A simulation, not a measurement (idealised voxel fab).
The following is a process module called voxel ribs on slabs.
cross-section cut | 205 nm wide | cells 5 nm
Cross-section format: a grid of square cells, given as bands from top to bottom; each band is one or more rows of cells.
Heads up on the band format: heights come first, top then bottom, in nm. After that it's the materials left to right, each with its width in nm. A single material flagged "edge to edge" fills the whole band edge to edge, and "empty" means there's empty space there.
Height datum 0, below which the as-received substrate wafer is one material. Lowest band open at the bottom, running downward: "0..down".
It should be noted that a width expressed as "30 to 40" varies in equal increments from row to row of cells within the band, taking the value of the first number at the top row and that of the second number at the bottom row.
"no change occurred", as given for a step, is the statement that not any cell of the cross-section underwent a change during that step.
"Fully sealed voids" means: voids of 8 cells or more that are shut off from the top with no open way through. Written width x height at distance, distance from the left edge, in nm.
Formally, on a step line, whatever follows the settings is a remark that the simulator itself makes on the step.
The line of a step may include "overlay nm". On a step with a mask, this value is how far to the right of its planned place the mask lay. A negative value means the mask lay to the left.
Process steps - plan
- 1: RECEIVE (material Si)
- 2: DIRECTIONAL_DEP (material SiO2; thk nm 25)
- 3: DIRECTIONAL_DEP (material SiN; thk nm 15)
- 4: DIRECTIONAL_DEP (material aC; thk nm 15)
- 5: PATTERN (tone cover; mask id RIB; material resist; width nm 20; thk nm 30; overlay nm 0)
- 6: DIRECTIONAL_ETCH (etch materials aC; depth nm 15)
- 7: STRIP (etch materials resist)
- 8: DIRECTIONAL_ETCH (etch materials SiN; depth nm 5)
- 9: STRIP (etch materials aC)
- 10: MASKED_ETCH (tone cover; mask id SLAB; width nm 80; etch materials SiN; depth nm 10; overlay nm 0)
- 11: FILL_DEP (material SiO2; thk nm 25)
- 12: CMP (height nm 55)
- 13: DIRECTIONAL_DEP (material TiN; thk nm 5)
- 14: PATTERN (tone cover; mask id HEATER; material resist; width nm 30; thk nm 15; overlay nm 0)
- 15: DIRECTIONAL_ETCH (etch materials TiN; depth nm 5)
- 16: STRIP (etch materials resist)
- 17: CONFORMAL_DEP (material SiO2; thk nm 10)
As-received state of the wafer in cross-section, equivalent to post-step 1
0..down = Si edge to edge
Fully sealed voids: none
Post-module cross-section: identical start and plan to those above, one misstep in execution
70..65 = 75 nm empty, then 50 nm SiO2, then 80 nm empty
65..60 = SiO2 edge to edge
60..55 = 85 nm SiO2, then 30 nm TiN, then 90 nm SiO2
55..50 = 90 nm SiO2, then 20 nm SiN, then 95 nm SiO2
50..40 = 60 nm SiO2, then 80 nm SiN, then 65 nm SiO2
40..25 = SiN edge to edge
25..0 = SiO2 edge to edge
0..down = Si edge to edge
Fully sealed voids: none
The mistake made against the process plan was this: in the plan, step 3 was performed twice
